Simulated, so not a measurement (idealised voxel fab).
Documented hereafter: the process module known as voxel self aligned vias.
We display cut, a cross-section 210 nm in width whose square cells are each 5 nm.
A cross-section in this document is a grid of square cells, and it is written down as bands, the top band listed before the ones below it; a band is made up of one or more rows of cells. What a band's entry tells you: where the top is and where the bottom is, as heights in nm, and after that what lies inside, material by material from left to right, each with its width in nm. Empty space is written as the word "air", and a single material marked with the word "all across" occupies the band from edge to edge. We count height from 0. Below that, the starting wafer is all one material. The lowest band never ends at the bottom but goes on down; see "0 and below" for how that is written. You'd read "30 to 40" like this: the band's top row of cells is as wide as the first number, its bottom row is as wide as the second, and going down, every row changes width by the same amount as the row before did. "left unchanged" means the step left every cell of the cross-section as it was. Each empty space that has no open way to the top and spans at least 8 cells appears under "Closed cavity list" as width x height at distance, the distance counted from the left edge, all in nm. Post-settings text on a step line: simulator's own remark regarding the step. overlay nm: on a step with a mask, how far right of its planned place the mask lay; negative means left.

Set out below are the planned steps of the process:
1: op RECEIVE | material Si
2: op CONFORMAL_DEP | material SiO2 | thk nm 15
3: op CONFORMAL_DEP | material SiCN | thk nm 5
4: op DIRECTIONAL_DEP | material lowk | thk nm 25
5: op PATTERN | tone open | mask id LINES | material resist | width nm 25 | pitch nm 50 | thk nm 20 | overlay nm 0
6: op DIRECTIONAL_ETCH | etch materials lowk | depth nm 25
7: op STRIP | etch materials resist
8: op CONFORMAL_DEP | material TiN | thk nm 5
9: op FILL_DEP | material Ru | thk nm 5
10: op CMP | height nm 45
11: op SELECTIVE_ETCH | etch materials W Ru TiN | depth nm 5
12: op FILL_DEP | material SiN | thk nm 10
13: op CMP | height nm 45
14: op DIRECTIONAL_DEP | material lowk | thk nm 15
15: op PATTERN | tone open | mask id VIAS | material resist | width nm 35 | pitch nm 100 | thk nm 20 | overlay nm 0
16: op DIRECTIONAL_ETCH | etch materials lowk | depth nm 15
17: op DIRECTIONAL_ETCH | etch materials SiN | depth nm 5
18: op STRIP | etch materials resist
19: op CONFORMAL_DEP | material TiN | thk nm 5
20: op FILL_DEP | material Ru | thk nm 5
21: op CMP | height nm 60
22: op CONFORMAL_DEP | material SiN | thk nm 5

Received-state cross-section, reflecting completion of step 1:
    0 and below = Si all across
    Closed cavity list: none

Final cross-section, module run with one mistake (start and plan as above):
    65 down to 60 = SiN all across
    60 down to 45 = W all across
    45 down to 40 = 40 nm lowk | 25 nm SiN | 25 nm lowk | 25 nm SiN | 25 nm lowk | 25 nm SiN | 45 nm lowk
    40 down to 25 = 40 nm lowk | 5 nm TiN | 15 nm Ru | 5 nm TiN | 25 nm lowk | 5 nm TiN | 15 nm Ru | 5 nm TiN | 25 nm lowk | 5 nm TiN | 15 nm Ru | 5 nm TiN | 45 nm lowk
    25 down to 20 = 40 nm lowk | 25 nm TiN | 25 nm lowk | 25 nm TiN | 25 nm lowk | 25 nm TiN | 45 nm lowk
    20 down to 15 = SiCN all across
    15 down to 0 = SiO2 all across
    0 and below = Si all across
    Closed cavity list: none
What was done differently from what was planned? step 14 was not run as planned; what actually ran was op DIRECTIONAL_DEP | material W | thk nm 15
